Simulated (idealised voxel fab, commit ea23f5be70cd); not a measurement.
You're looking at the process module voxel self aligned contacts.
Section shown: cut. Width: 200 nm. Cell size: 5 nm, square.
Cross-section, as written here: a square-cell grid given band by band from the top down, where a band holds one or more rows of cells. Per band: top height and bottom height in nm, followed by the left-to-right materials and their widths in nm; "everywhere" marks a single material spanning edge to edge, "air" marks empty space. Below 0: as-received wafer, all one material; heights counted from there. Lowest band: no bottom, goes on down, written "0 and below". Per-row width for "30..40": begins at first number (top row of band), ends at second number (bottom row), increment between rows held constant. The designation "nothing got changed", where it is given for a processing step, indicates that no cell of the cross-section was altered in the course of that step. Empty spaces counting at least 8 cells and having no open way to the top are listed in "Enclosed void listing". The notation width x height at distance is used for each, the distance being from the left edge and all three values in nm. Post-settings text on a step line: simulator's own remark regarding the step. "overlay nm" answers the question of how far to the right of plan the mask lay on a step that has a mask, and when it is negative the answer is to the left.

-- Here's what the planned process steps look like
1: RECEIVE with material Si
2: OXIDIZE with depth nm 5
3: DIRECTIONAL_DEP with material polySi, thk nm 20
4: DIRECTIONAL_DEP with material SiN, thk nm 25
5: DIRECTIONAL_DEP with material aC, thk nm 10
6: PATTERN with tone cover, mask id GATE, material resist, width nm 30, pitch nm 65, thk nm 30, overlay nm 0
7: DIRECTIONAL_ETCH with etch materials aC, depth nm 10
8: STRIP with etch materials resist
9: DIRECTIONAL_ETCH with etch materials SiN, depth nm 25
10: DIRECTIONAL_ETCH with etch materials polySi, depth nm 20
11: STRIP with etch materials aC
12: CONFORMAL_DEP with material SiN, thk nm 10
13: DIRECTIONAL_ETCH with etch materials SiN, depth nm 10
14: FILL_DEP with material SiO2, thk nm 20
15: CMP with height nm 55
16: MASKED_ETCH with tone open, mask id CONTACT, width nm 45, pitch nm 65, etch materials SiO2, depth nm 60, overlay nm -15
17: CONFORMAL_DEP with material TiN, thk nm 5
18: FILL_DEP with material Ru, thk nm 10
19: CMP with height nm 55
20: CONFORMAL_DEP with material SiN, thk nm 5
Where the wafers of this document differ is in the overlay nm of step 16; they start out the same, and the plan states the value that applied to the first wafer.

-- The first of several wafers in cross-section, exactly as it reached us after step 1
> 0 and below = Si everywhere
> Enclosed void listing: none

-- Where each wafer stands at the end of the module, a row apiece: cells of each material gained (+) or lost (-) since it was received, then closed voids
overlay nm -15 | +34 Ru | -40 Si | +238 SiN | +114 SiO2 | +62 TiN | +72 polySi | Enclosed void listing: none
overlay nm -10 | +34 Ru | -40 Si | +238 SiN | +114 SiO2 | +62 TiN | +72 polySi | Enclosed void listing: none
overlay nm -5 | +34 Ru | -40 Si | +238 SiN | +114 SiO2 | +62 TiN | +72 polySi | Enclosed void listing: none
overlay nm 0 | +34 Ru | -40 Si | +238 SiN | +114 SiO2 | +62 TiN | +72 polySi | Enclosed void listing: none
overlay nm 5 | +34 Ru | -40 Si | +238 SiN | +114 SiO2 | +62 TiN | +72 polySi | Enclosed void listing: none
overlay nm 10 | +34 Ru | -40 Si | +238 SiN | +114 SiO2 | +62 TiN | +72 polySi | Enclosed void listing: none
overlay nm 15 | +34 Ru | -40 Si | +238 SiN | +114 SiO2 | +62 TiN | +72 polySi | Enclosed void listing: none
